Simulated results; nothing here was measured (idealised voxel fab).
The following process module bears the name voxel self aligned contacts.
The figure presents cross-section cut, which has a width of 150 nm and is divided into square cells with an edge length of 5 nm.
In this document a cross-section is written as a grid of square cells. It is given as a series of bands, listed from the top down, and a band is one or more rows of cells. Band: top and bottom heights (nm) first, top before bottom; then materials from left to right, widths in nm. "throughout" marks a sole material filling the band edge to edge. "empty" denotes empty space. Heights are reckoned from 0. Under this level, the received wafer is all of one material. The bottommost band is open-ended downward, for example "0 down". So if you see something like "30->40" for the width, read it as the top row of the band sitting at the first number and the bottom row at the second, with every row in between moving by the same amount as the last. The cross-section has no changed cell in any step marked "left unchanged". Closed void entries: empty space of 8 cells or more with no open way to the top, each as width x height at its distance from the left edge, in nm. Where a step's line continues beyond its settings, the continuation is a remark by the simulator itself on that step. "overlay nm" on a masked step: distance the mask lay right of its planned place, negative for left.

## The process steps that were planned are listed below
- 1: op RECEIVE | material Si
- 2: op OXIDIZE | depth nm 5
- 3: op DIRECTIONAL_DEP | material polySi | thk nm 20
- 4: op DIRECTIONAL_DEP | material SiN | thk nm 20
- 5: op MASKED_ETCH | tone cover | mask id GATE | width nm 35 | pitch nm 65 | etch materials SiN | depth nm 20 | overlay nm 0
- 6: op MASKED_ETCH | tone cover | mask id GATE | width nm 35 | pitch nm 65 | etch materials polySi | depth nm 20 | overlay nm 0
- 7: op CONFORMAL_DEP | material SiN | thk nm 5
- 8: op DIRECTIONAL_ETCH | etch materials SiN | depth nm 5
- 9: op FILL_DEP | material SiO2 | thk nm 20
- 10: op CMP | height nm 50
- 11: op MASKED_ETCH | tone open | mask id CONTACT | width nm 40 | etch materials SiO2 | depth nm 55 | overlay nm 0
- 12: op CONFORMAL_DEP | material TiN | thk nm 5
- 13: op FILL_DEP | material Ru | thk nm 5
- 14: op CMP | height nm 50
- 15: op CONFORMAL_DEP | material SiN | thk nm 5

## First out of two wafers; run went to plan

## As-received wafer cross-section (after step 1)
0 down = Si throughout
Closed void entries: none

## You're looking at a cross-section of the wafer after step 2
0 to -5 = SiO2 throughout
Everything below -5 is unchanged.

## You're looking at a cross-section of the wafer after step 3
20 to 0 = polySi throughout
Everything below 0 is unchanged.

## You're looking at a cross-section of the wafer after step 4
40 to 20 = SiN throughout
Everything below 20 is unchanged.

## You're looking at a cross-section of the wafer after step 5
40 to 20 = empty=25 | SiN=35 | empty=30 | SiN=35 | empty=25
Everything below 20 is unchanged.

## You're looking at a cross-section of the wafer after step 6
40 to 20 = empty=25 | SiN=35 | empty=30 | SiN=35 | empty=25
20 to 0 = empty=25 | polySi=35 | empty=30 | polySi=35 | empty=25
Everything below 0 is unchanged.

## You're looking at a cross-section of the wafer after step 7
45 to 20 = empty=20 | SiN=45 | empty=20 | SiN=45 | empty=20
20 to 5 = empty=20 | SiN=5 | polySi=35 | SiN=5 | empty=20 | SiN=5 | polySi=35 | SiN=5 | empty=20
5 to 0 = SiN=25 | polySi=35 | SiN=30 | polySi=35 | SiN=25
Everything below 0 is unchanged.

## You're looking at a cross-section of the wafer after step 8
40 to 20 = empty=20 | SiN=45 | empty=20 | SiN=45 | empty=20
20 to 0 = empty=20 | SiN=5 | polySi=35 | SiN=5 | empty=20 | SiN=5 | polySi=35 | SiN=5 | empty=20
Everything below 0 is unchanged.

## You're looking at a cross-section of the wafer after step 9
60 to 40 = SiO2 throughout
40 to 20 = SiO2=20 | SiN=45 | SiO2=20 | SiN=45 | SiO2=20
20 to 0 = SiO2=20 | SiN=5 | polySi=35 | SiN=5 | SiO2=20 | SiN=5 | polySi=35 | SiN=5 | SiO2=20
Everything below 0 is unchanged.

## You're looking at a cross-section of the wafer after step 10
50 to 40 = SiO2 throughout
Everything below 40 is unchanged.

## You're looking at a cross-section of the wafer after step 11
50 to 40 = SiO2=55 | empty=40 | SiO2=55
40 to 20 = SiO2=20 | SiN=45 | empty=20 | SiN=45 | SiO2=20
20 to 0 = SiO2=20 | SiN=5 | polySi=35 | SiN=5 | empty=20 | SiN=5 | polySi=35 | SiN=5 | SiO2=20
0 to -5 = SiO2=65 | empty=20 | SiO2=65
Everything below -5 is unchanged.

## You're looking at a cross-section of the wafer after step 12
55 to 50 = TiN=60 | empty=30 | TiN=60
50 to 40 = SiO2=55 | TiN=5->15 | empty=30->10 | TiN=5->15 | SiO2=55
40 to 20 = SiO2=20 | SiN=45 | TiN=5 | empty=10 | TiN=5 | SiN=45 | SiO2=20
20 to 0 = SiO2=20 | SiN=5 | polySi=35 | SiN=5 | TiN=5 | empty=10 | TiN=5 | SiN=5 | polySi=35 | SiN=5 | SiO2=20
0 to -5 = SiO2=65 | TiN=20 | SiO2=65
Everything below -5 is unchanged.

## You're looking at a cross-section of the wafer after step 13
60 to 55 = Ru throughout
55 to 50 = TiN=60 | Ru=30 | TiN=60
50 to 40 = SiO2=55 | TiN=5->15 | Ru=30->10 | TiN=5->15 | SiO2=55
40 to 20 = SiO2=20 | SiN=45 | TiN=5 | Ru=10 | TiN=5 | SiN=45 | SiO2=20
20 to 0 = SiO2=20 | SiN=5 | polySi=35 | SiN=5 | TiN=5 | Ru=10 | TiN=5 | SiN=5 | polySi=35 | SiN=5 | SiO2=20
Everything below 0 is unchanged.

## You're looking at a cross-section of the wafer after step 14
50 to 40 = SiO2=55 | TiN=5->15 | Ru=30->10 | TiN=5->15 | SiO2=55
Everything below 40 is unchanged.

## You're looking at a cross-section of the wafer after step 15
55 to 50 = SiN throughout
Everything below 50 is unchanged.

## Notes, second wafer: start = first wafer's, plan = first wafer's, execution had one mistake; history identical to first through step 1

Planned end of step 2: second wafer, cross-section: left unchanged

## Planned end of step 3: second wafer, cross-section
20 to 0 = polySi throughout
Everything below 0 is unchanged.

## Planned end of step 4: second wafer, cross-section
40 to 20 = SiN throughout
Everything below 20 is unchanged.

## Planned end of step 5: second wafer, cross-section
40 to 20 = empty=25 | SiN=35 | empty=30 | SiN=35 | empty=25
Everything below 20 is unchanged.

## Planned end of step 6: second wafer, cross-section
40 to 20 = empty=25 | SiN=35 | empty=30 | SiN=35 | empty=25
20 to 0 = empty=25 | polySi=35 | empty=30 | polySi=35 | empty=25
Everything below 0 is unchanged.

## Planned end of step 7: second wafer, cross-section
45 to 20 = empty=20 | SiN=45 | empty=20 | SiN=45 | empty=20
20 to 5 = empty=20 | SiN=5 | polySi=35 | SiN=5 | empty=20 | SiN=5 | polySi=35 | SiN=5 | empty=20
5 to 0 = SiN=25 | polySi=35 | SiN=30 | polySi=35 | SiN=25
Everything below 0 is unchanged.

## Planned end of step 8: second wafer, cross-section
40 to 20 = empty=20 | SiN=45 | empty=20 | SiN=45 | empty=20
20 to 0 = empty=20 | SiN=5 | polySi=35 | SiN=5 | empty=20 | SiN=5 | polySi=35 | SiN=5 | empty=20
Everything below 0 is unchanged.

## Planned end of step 9: second wafer, cross-section
60 to 40 = SiO2 throughout
40 to 20 = SiO2=20 | SiN=45 | SiO2=20 | SiN=45 | SiO2=20
20 to 0 = SiO2=20 | SiN=5 | polySi=35 | SiN=5 | SiO2=20 | SiN=5 | polySi=35 | SiN=5 | SiO2=20
Everything below 0 is unchanged.

## Planned end of step 10: second wafer, cross-section
50 to 40 = SiO2 throughout
Everything below 40 is unchanged.

## Planned end of step 11: second wafer, cross-section
50 to 40 = SiO2=55 | empty=40 | SiO2=55
40 to 20 = SiO2=20 | SiN=45 | empty=20 | SiN=45 | SiO2=20
20 to 0 = SiO2=20 | SiN=5 | polySi=35 | SiN=5 | empty=20 | SiN=5 | polySi=35 | SiN=5 | SiO2=20
Everything below 0 is unchanged.

## Planned end of step 12: second wafer, cross-section
55 to 50 = TiN=60 | empty=30 | TiN=60
50 to 40 = SiO2=55 | TiN=5->15 | empty=30->10 | TiN=5->15 | SiO2=55
40 to 20 = SiO2=20 | SiN=45 | TiN=5 | empty=10 | TiN=5 | SiN=45 | SiO2=20
20 to 5 = SiO2=20 | SiN=5 | polySi=35 | SiN=5 | TiN=5 | empty=10 | TiN=5 | SiN=5 | polySi=35 | SiN=5 | SiO2=20
5 to 0 = SiO2=20 | SiN=5 | polySi=35 | SiN=5 | TiN=20 | SiN=5 | polySi=35 | SiN=5 | SiO2=20
Everything below 0 is unchanged.

## Planned end of step 13: second wafer, cross-section
60 to 55 = Ru throughout
55 to 50 = TiN=60 | Ru=30 | TiN=60
50 to 40 = SiO2=55 | TiN=5->15 | Ru=30->10 | TiN=5->15 | SiO2=55
40 to 20 = SiO2=20 | SiN=45 | TiN=5 | Ru=10 | TiN=5 | SiN=45 | SiO2=20
20 to 5 = SiO2=20 | SiN=5 | polySi=35 | SiN=5 | TiN=5 | Ru=10 | TiN=5 | SiN=5 | polySi=35 | SiN=5 | SiO2=20
Everything below 5 is unchanged.

## Planned end of step 14: second wafer, cross-section
50 to 40 = SiO2=55 | TiN=5->15 | Ru=30->10 | TiN=5->15 | SiO2=55
Everything below 40 is unchanged.

## Planned end of step 15: second wafer, cross-section
55 to 50 = SiN throughout
Everything below 50 is unchanged.
Diagnosis: the run left out plan step 2 entirely, so it was never executed
Wrapping up, a cell-based count of both wafers puts the second over or under the first for these materials: Ru: 2 fewer; Si: 30 more; SiO2: 26 fewer; TiN: 2 fewer
